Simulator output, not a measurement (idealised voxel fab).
Title: Process Module voxel double patterning
This is section cut - it's 215 nm across, gridded in 5 nm square cells.
Think of the cross-section as a grid of square cells. We describe it in bands, top to bottom, and each band covers one or more rows of those cells.
Each band's line starts with the height of the band's top and of its bottom, in nm. Then come its materials from left to right, each with its width in nm. One material with "edge to edge" fills the band from edge to edge. "empty" is empty space.
The level at which height equals 0 is the one under which the wafer, as it arrives, is entirely one material. No lower edge exists for the bottom band, which continues downward and is notated as in "0 down".
Width: "30 to 40" (first number = top row, second number = bottom row, same change from row to row of cells).
Any step labelled "no alteration" changed none of the cells in the cross-section.
"Tabulated closed voids" enumerates empty spaces isolated from the top, with no open way to it, that contain at least 8 cells, giving each as width x height at distance from the left edge, all three in nm.
What comes after the settings on a step's line is commentary from the simulator itself on that step.
If you see "overlay nm" on a step's line and that step has a mask, it's telling you how far right of where it was planned the mask ended up; a negative number means it went left instead.

plan
- 1: RECEIVE, material Si
- 2: CONFORMAL_DEP, material SiO2, thk nm 5
- 3: DIRECTIONAL_DEP, material W, thk nm 20
- 4: DIRECTIONAL_DEP, material SiCN, thk nm 5
- 5: DIRECTIONAL_DEP, material aC, thk nm 10
- 6: PATTERN, tone open, mask id FIRST, material resist, width nm 15, pitch nm 50, thk nm 25, overlay nm 0
- 7: DIRECTIONAL_ETCH, etch materials aC, depth nm 10
- 8: STRIP, etch materials resist
- 9: DIRECTIONAL_ETCH, etch materials SiCN, depth nm 5
- 10: STRIP, etch materials aC
- 11: MASKED_ETCH, tone open, mask id SECOND, width nm 15, pitch nm 50, etch materials SiCN, depth nm 5, overlay nm 0
- 12: DIRECTIONAL_ETCH, etch materials W, depth nm 20
- 13: STRIP, etch materials SiCN

Wafer, first of two, run as planned

Shown in cross-section is the wafer as received, that is, as it stands after step 1
	0 down | Si edge to edge
	Tabulated closed voids: none

Step 2 complete: cross-section through the wafer
	5 to 0 | SiO2 edge to edge
	Heights below 0 show no change.

Step 3 complete: cross-section through the wafer
	25 to 5 | W edge to edge
	Heights below 5 show no change.

Step 4 complete: cross-section through the wafer
	30 to 25 | SiCN edge to edge
	Heights below 25 show no change.

Step 5 complete: cross-section through the wafer
	40 to 30 | aC edge to edge
	Heights below 30 show no change.

Step 6 complete: cross-section through the wafer
	65 to 40 | resist (50); empty (15); resist (35); empty (15); resist (35); empty (15); resist (50)
	Heights below 40 show no change.

Step 7 complete: cross-section through the wafer
	55 to 40 | resist (50); empty (15); resist (35); empty (15); resist (35); empty (15); resist (50)
	40 to 30 | aC (50); empty (15); aC (35); empty (15); aC (35); empty (15); aC (50)
	Heights below 30 show no change.

Step 8 complete: cross-section through the wafer
	40 to 30 | aC (50); empty (15); aC (35); empty (15); aC (35); empty (15); aC (50)
	Heights below 30 show no change.

Step 9 complete: cross-section through the wafer
	40 to 30 | aC (50); empty (15); aC (35); empty (15); aC (35); empty (15); aC (50)
	30 to 25 | SiCN (50); empty (15); SiCN (35); empty (15); SiCN (35); empty (15); SiCN (50)
	Heights below 25 show no change.

Step 10 complete: cross-section through the wafer
	30 to 25 | SiCN (50); empty (15); SiCN (35); empty (15); SiCN (35); empty (15); SiCN (50)
	Heights below 25 show no change.

Step 11 complete: cross-section through the wafer
	30 to 25 | SiCN (50); empty (15); SiCN (10); empty (15); SiCN (10); empty (15); SiCN (10); empty (15); SiCN (10); empty (15); SiCN (50)
	Heights below 25 show no change.

Step 12 complete: cross-section through the wafer
	30 to 25 | SiCN (50); empty (15); SiCN (10); empty (15); SiCN (10); empty (15); SiCN (10); empty (15); SiCN (10); empty (15); SiCN (50)
	25 to 5 | W (50); empty (15); W (10); empty (15); W (10); empty (15); W (10); empty (15); W (10); empty (15); W (50)
	Heights below 5 show no change.

Step 13 complete: cross-section through the wafer
	25 to 5 | W (50); empty (15); W (10); empty (15); W (10); empty (15); W (10); empty (15); W (10); empty (15); W (50)
	Heights below 5 show no change.

Regarding the second of the two wafers: it shared the first wafer's starting condition and process plan, yet one error occurred during its execution. Its history coincides with that of the first wafer up to and including step 1

Cross-section of the second wafer at the time step 2 of the plan should have ended: no alteration

Cross-section of the second wafer at the time step 3 of the plan should have ended
	20 to 0 | W edge to edge
	Heights below 0 show no change.

Cross-section of the second wafer at the time step 4 of the plan should have ended
	25 to 20 | SiCN edge to edge
	Heights below 20 show no change.

Cross-section of the second wafer at the time step 5 of the plan should have ended
	35 to 25 | aC edge to edge
	Heights below 25 show no change.

Cross-section of the second wafer at the time step 6 of the plan should have ended
	60 to 35 | resist (50); empty (15); resist (35); empty (15); resist (35); empty (15); resist (50)
	Heights below 35 show no change.

Cross-section of the second wafer at the time step 7 of the plan should have ended
	50 to 35 | resist (50); empty (15); resist (35); empty (15); resist (35); empty (15); resist (50)
	35 to 25 | aC (50); empty (15); aC (35); empty (15); aC (35); empty (15); aC (50)
	Heights below 25 show no change.

Cross-section of the second wafer at the time step 8 of the plan should have ended
	35 to 25 | aC (50); empty (15); aC (35); empty (15); aC (35); empty (15); aC (50)
	Heights below 25 show no change.

Cross-section of the second wafer at the time step 9 of the plan should have ended
	35 to 25 | aC (50); empty (15); aC (35); empty (15); aC (35); empty (15); aC (50)
	25 to 20 | SiCN (50); empty (15); SiCN (35); empty (15); SiCN (35); empty (15); SiCN (50)
	Heights below 20 show no change.

Cross-section of the second wafer at the time step 10 of the plan should have ended
	25 to 20 | SiCN (50); empty (15); SiCN (35); empty (15); SiCN (35); empty (15); SiCN (50)
	Heights below 20 show no change.

Cross-section of the second wafer at the time step 11 of the plan should have ended
	25 to 20 | SiCN (50); empty (15); SiCN (10); empty (15); SiCN (10); empty (15); SiCN (10); empty (15); SiCN (10); empty (15); SiCN (50)
	Heights below 20 show no change.

Cross-section of the second wafer at the time step 12 of the plan should have ended
	25 to 20 | SiCN (50); empty (15); SiCN (10); empty (15); SiCN (10); empty (15); SiCN (10); empty (15); SiCN (10); empty (15); SiCN (50)
	20 to 0 | W (50); empty (15); W (10); empty (15); W (10); empty (15); W (10); empty (15); W (10); empty (15); W (50)
	Heights below 0 show no change.

Cross-section of the second wafer at the time step 13 of the plan should have ended
	20 to 0 | W (50); empty (15); W (10); empty (15); W (10); empty (15); W (10); empty (15); W (10); empty (15); W (50)
	Heights below 0 show no change.
Run error: step 2 was left out
Looking at both finished wafers in cells, the second ends up ahead of or behind the first on some materials: 43 fewer of SiO2
